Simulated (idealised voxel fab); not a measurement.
The name of this process module is voxel self aligned vias.
In the cross-section labelled cut, the width is 280 nm and each square cell is 5 nm.
Throughout this document, each cross-section is represented as a grid of square cells and is presented as a sequence of bands enumerated from the top downward, where a band comprises one or more rows of cells.
Heads up on the band format: heights come first, top then bottom, in nm. After that it's the materials left to right, each with its width in nm. A single material flagged "everywhere" fills the whole band edge to edge, and "empty" means there's empty space there.
The reference from which all heights are counted is 0, the level beneath which the as-received wafer is entirely one material; the lowest band, having no lower bound, proceeds downward and is written after the example "0 nm and below".
With a width like "30->40", each row of cells in the band differs from the next by the same amount, the top row carrying the first number and the bottom row the second.
Take "remained unchanged" at face value: in the step it is given for, the cross-section changed in none of its cells.
Under "Entrapped voids" you'll find the enclosed gaps, the ones with no way out to the top, that are 8 cells or bigger; each reads width x height at distance, with distance counted from the left edge, everything in nm.
It should be noted that, on the line of a given step, the content following the step's settings is a remark produced by the simulator itself with respect to that step.
"overlay nm", when on a step's line for a step with a mask, measures how far to the right of its planned place the mask lay; a negative measure means to the left.
Steps in the process plan
step 1: RECEIVE | material Si
step 2: CONFORMAL_DEP | material SiO2 | thk nm 10
step 3: CONFORMAL_DEP | material SiCN | thk nm 5
step 4: DIRECTIONAL_DEP | material SiO2 | thk nm 30
step 5: MASKED_ETCH | tone open | mask id LINES | width nm 30 | pitch nm 70 | etch materials SiO2 | depth nm 30 | overlay nm 0
step 6: CONFORMAL_DEP | material TiN | thk nm 5
step 7: FILL_DEP | material Ru | thk nm 10
step 8: CMP | height nm 45
step 9: SELECTIVE_ETCH | etch materials W Ru TiN | depth nm 5
step 10: FILL_DEP | material SiN | thk nm 5
step 11: CMP | height nm 45
step 12: DIRECTIONAL_DEP | material SiO2 | thk nm 20
step 13: MASKED_ETCH | tone open | mask id VIAS | width nm 50 | etch materials SiO2 | depth nm 20 | overlay nm 0
step 14: MASKED_ETCH | tone open | mask id VIAS | width nm 50 | etch materials SiN | depth nm 5 | overlay nm 0
step 15: CONFORMAL_DEP | material TiN | thk nm 5
step 16: FILL_DEP | material W | thk nm 10
step 17: CMP | height nm 65
step 18: CONFORMAL_DEP | material SiCN | thk nm 5
As-received wafer cross-section (after step 1)
  0 nm and below | Si everywhere
  Entrapped voids: none
Cross-sectional view of the first of the two wafers upon completion of the module, processed in accordance with the plan
  70 nm to 65 nm | SiCN everywhere
  65 nm to 50 nm | SiO2 (80); TiN (5); W (40); TiN (5); SiO2 (150)
  50 nm to 45 nm | SiO2 (80); TiN (15); W (20); TiN (15); SiO2 (150)
  45 nm to 40 nm | SiO2 (90); TiN (30); SiO2 (40); SiN (30); SiO2 (90)
  40 nm to 20 nm | SiO2 (90); TiN (5); Ru (20); TiN (5); SiO2 (40); TiN (5); Ru (20); TiN (5); SiO2 (90)
  20 nm to 15 nm | SiO2 (90); TiN (30); SiO2 (40); TiN (30); SiO2 (90)
  15 nm to 10 nm | SiCN everywhere
  10 nm to 0 nm | SiO2 everywhere
  0 nm and below | Si everywhere
  Entrapped voids: none
This is the second of the two wafers, cross-sectioned at the end of the module; it started exactly like the first and was given the same plan, but it was run with one mistake
  85 nm to 80 nm | SiCN everywhere
  80 nm to 70 nm | W everywhere
  70 nm to 65 nm | TiN (85); W (40); TiN (155)
  65 nm to 50 nm | SiO2 (80); TiN (5); W (40); TiN (5); SiO2 (150)
  50 nm to 45 nm | SiO2 (80); TiN (15); W (20); TiN (15); SiO2 (150)
  45 nm to 40 nm | SiO2 (90); TiN (30); SiO2 (40); SiN (30); SiO2 (90)
  40 nm to 20 nm | SiO2 (90); TiN (5); Ru (20); TiN (5); SiO2 (40); TiN (5); Ru (20); TiN (5); SiO2 (90)
  20 nm to 15 nm | SiO2 (90); TiN (30); SiO2 (40); TiN (30); SiO2 (90)
  15 nm to 10 nm | SiCN everywhere
  10 nm to 0 nm | SiO2 everywhere
  0 nm and below | Si everywhere
  Entrapped voids: none
Want to know what went wrong? step 17 of the plan was excluded from execution and never run
at the end the second wafer has, in cells: 48 more of TiN; 120 more of W
